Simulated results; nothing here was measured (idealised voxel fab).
Module name: voxel capacitor over wiring (process module)
The width of the displayed cross-section, cut, is 225 nm; its cells are square, with a size of 5 nm.
Reading order for cross-sections: top band down to bottom band. Underlying form: a grid of square cells. Band size: one or more rows of cells.
It is stipulated that each band's entry specify, in nanometres, the height of the top of the band and then that of its bottom, followed by the materials of the band in left-to-right sequence, each together with its width in nanometres. A single material marked by the word "all across" is understood to fill the band from edge to edge; the word "empty" is understood to denote empty space.
Heights are measured from 0, the level below which the as-received wafer is all one material; the lowest band has no bottom and continues downward, written as in "z 0 and below".
The width entry "30..40" should be interpreted row by row: the top row of cells in the band takes the first number, the bottom row takes the second number, and the change between adjacent rows is uniform throughout.
The cross-section has no changed cell in any step marked "nothing altered".
The list in "Sealed cavities" covers empty spaces of 8 cells or more that cannot reach the top through any open way, and it gives each as width x height at distance; the distance is from the left edge, and width, height and distance are in nm.
If you see something after the settings on a step's line, that's the simulator's own remark about that step.
What "overlay nm" on a step's line means: if the step has a mask, that mask lay this far to the right of its planned place, or, when the value is negative, to the left.

The planned process steps are enumerated hereunder
1: RECEIVE with material Si
2: CONFORMAL_DEP with material SiO2, thk nm 15
3: CONFORMAL_DEP with material SiN, thk nm 5
4: DIRECTIONAL_DEP with material SiO2, thk nm 15
5: DIRECTIONAL_DEP with material aC, thk nm 10
6: PATTERN with tone open, mask id METAL_1, material resist, width nm 20, pitch nm 90, thk nm 25, overlay nm 0
7: DIRECTIONAL_ETCH with etch materials aC, depth nm 10
8: STRIP with etch materials resist
9: DIRECTIONAL_ETCH with etch materials SiO2, depth nm 15
10: DIRECTIONAL_ETCH with etch materials SiN, depth nm 5
11: STRIP with etch materials aC
12: CONFORMAL_DEP with material TiN, thk nm 5
13: FILL_DEP with material Cu, thk nm 10
14: CMP with height nm 35
15: EPI with material Ru, thk nm 5
16: FILL_DEP with material SiCN, thk nm 5
17: DIRECTIONAL_DEP with material SiO2, thk nm 20
18: PATTERN with tone open, mask id PLUG_1, material resist, width nm 15, thk nm 15, overlay nm 0
19: DIRECTIONAL_ETCH with etch materials SiO2, depth nm 20
20: DIRECTIONAL_ETCH with etch materials SiCN, depth nm 5
21: STRIP with etch materials resist
22: EPI with material Ru, thk nm 10
23: EPI with material Ru, thk nm 10
24: EPI with material Ru, thk nm 5
25: DIRECTIONAL_DEP with material TiN, thk nm 10
26: DIRECTIONAL_DEP with material SiN, thk nm 5
27: DIRECTIONAL_DEP with material TiN, thk nm 5
28: MASKED_ETCH with tone cover, mask id UPPER_PLATE, width nm 75, etch materials TiN, depth nm 5, overlay nm 0
29: MASKED_ETCH with tone cover, mask id UPPER_PLATE, width nm 75, etch materials SiN, depth nm 5, overlay nm 0
30: PATTERN with tone cover, mask id LOWER_PLATE, material resist, width nm 85, thk nm 15, overlay nm 0
31: DIRECTIONAL_ETCH with etch materials TiN, depth nm 10
32: STRIP with etch materials resist
33: FILL_DEP with material SiO2, thk nm 20
34: CMP with height nm 100
35: MASKED_ETCH with tone open, mask id PLUG_2, width nm 15, etch materials SiO2, depth nm 15, overlay nm 0
36: CONFORMAL_DEP with material TiN, thk nm 5
37: FILL_DEP with material Cu, thk nm 5
38: CMP with height nm 100
39: CONFORMAL_DEP with material SiCN, thk nm 5

Wafer cross-section on receipt, i.e. after step 1
> z 0 and below = Si all across
> Sealed cavities: none

End-of-module cross-section. Starting structure and process plan as above; one mistake made in running it
> z 105 to 100 = SiCN all across
> z 100 to 90 = SiO2: 70  TiN: 5  Cu: 5  TiN: 5  SiO2: 140
> z 90 to 80 = SiO2: 70..60  TiN: 15..75  SiO2: 140..90
> z 80 to 75 = SiO2: 60  SiN: 85  SiO2: 80
> z 75 to 65 = SiO2: 55  TiN: 90  SiO2: 80
> z 65 to 45 = SiO2: 60  Ru: 15  SiO2: 150
> z 45 to 40 = SiCN: 60  Ru: 15  SiCN: 150
> z 40 to 35 = SiCN: 50  Ru: 30  SiCN: 60  Ru: 30  SiCN: 55
> z 35 to 20 = SiO2: 55  TiN: 5  Cu: 10  TiN: 5  SiO2: 70  TiN: 5  Cu: 10  TiN: 5  SiO2: 60
> z 20 to 15 = SiN: 55  TiN: 20  SiN: 70  TiN: 20  SiN: 60
> z 15 to 0 = SiO2 all across
> z 0 and below = Si all across
> Sealed cavities: none
What went wrong in running the wafer? step 29 was run on a setting that differed from the plan, and what really ran there is MASKED_ETCH with tone cover, mask id UPPER_PLATE, width nm 75, etch materials SiN, depth nm 5, overlay nm 10
